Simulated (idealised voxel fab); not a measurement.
process module | voxel lift off
cross-section cut | 180 nm wide | cells 5 nm
A cross-section is a grid of square cells, given in bands from the top down. A band is one or more rows of cells.
Each band's line starts with the height of the band's top and of its bottom, in nm. Then come its materials from left to right, each with its width in nm. One material with "throughout" fills the band from edge to edge. "air" is empty space.
Height 0 is the level under which the wafer as received is all one material. The lowest band goes on downwards, as in "0 down".
A width such as "30 to 40" changes by the same amount from each row of cells to the next, from the band's top row to its bottom row.
"no change" after a step means that no cell of the cross-section changed.
closed voids: empty space of 8 cells or more with no open way to the top, each as width x height at its distance from the left edge, in nm
after a step's settings: what the simulator itself notes on the step
overlay nm, on a step with a mask: how far to the right of its planned place the mask lay; to the left if negative
plan
1 op RECEIVE | material Si
2 op CONFORMAL_DEP | material SiO2 | thk nm 10
3 op PATTERN | tone open | mask id LINES | material resist | width nm 15 | pitch nm 35 | thk nm 15 | overlay nm 0
4 op DIRECTIONAL_DEP | material Ru | thk nm 5
5 op STRIP | etch materials resist
6 op CONFORMAL_DEP | material SiO2 | thk nm 10
first wafer, as planned
as received, after step 1
  0 down: Si throughout
  closed voids: none
after step 2
  10 to 0: SiO2 throughout
  below 0: unchanged
after step 3
  25 to 10: resist 45 | air 15 | resist 20 | air 15 | resist 20 | air 15 | resist 50
  below 10: unchanged
after step 4
  30 to 25: Ru 45 | air 15 | Ru 20 | air 15 | Ru 20 | air 15 | Ru 50
  25 to 15: resist 45 | air 15 | resist 20 | air 15 | resist 20 | air 15 | resist 50
  15 to 10: resist 45 | Ru 15 | resist 20 | Ru 15 | resist 20 | Ru 15 | resist 50
  below 10: unchanged
after step 5
  15 to 10: air 45 | Ru 15 | air 20 | Ru 15 | air 20 | Ru 15 | air 50
  below 10: unchanged
after step 6
  25 to 20: air 35 | SiO2 105 | air 40
  20 to 15: SiO2 throughout
  15 to 10: SiO2 45 | Ru 15 | SiO2 20 | Ru 15 | SiO2 20 | Ru 15 | SiO2 50
  below 10: unchanged
second wafer: like start, like plan, one mistake. Through step 2 it matches the first wafer
when step 3 should have ended
  25 to 10: resist 45 | air 20 | resist 15 | air 20 | resist 15 | air 20 | resist 45
  below 10: unchanged
when step 4 should have ended
  30 to 25: Ru 45 | air 20 | Ru 15 | air 20 | Ru 15 | air 20 | Ru 45
  25 to 15: resist 45 | air 20 | resist 15 | air 20 | resist 15 | air 20 | resist 45
  15 to 10: resist 45 | Ru 20 | resist 15 | Ru 20 | resist 15 | Ru 20 | resist 45
  below 10: unchanged
when step 5 should have ended
  15 to 10: air 45 | Ru 20 | air 15 | Ru 20 | air 15 | Ru 20 | air 45
  below 10: unchanged
when step 6 should have ended
  25 to 20: air 35 | SiO2 110 | air 35
  20 to 15: SiO2 throughout
  15 to 10: SiO2 45 | Ru 20 | SiO2 15 | Ru 20 | SiO2 15 | Ru 20 | SiO2 45
  below 10: unchanged
what went wrong: step 3 ran as: op PATTERN | tone open | mask id LINES | material resist | width nm 20 | pitch nm 35 | thk nm 15 | overlay nm 0
at the end the second wafer has, in cells: 3 more of Ru | 2 fewer of SiO2
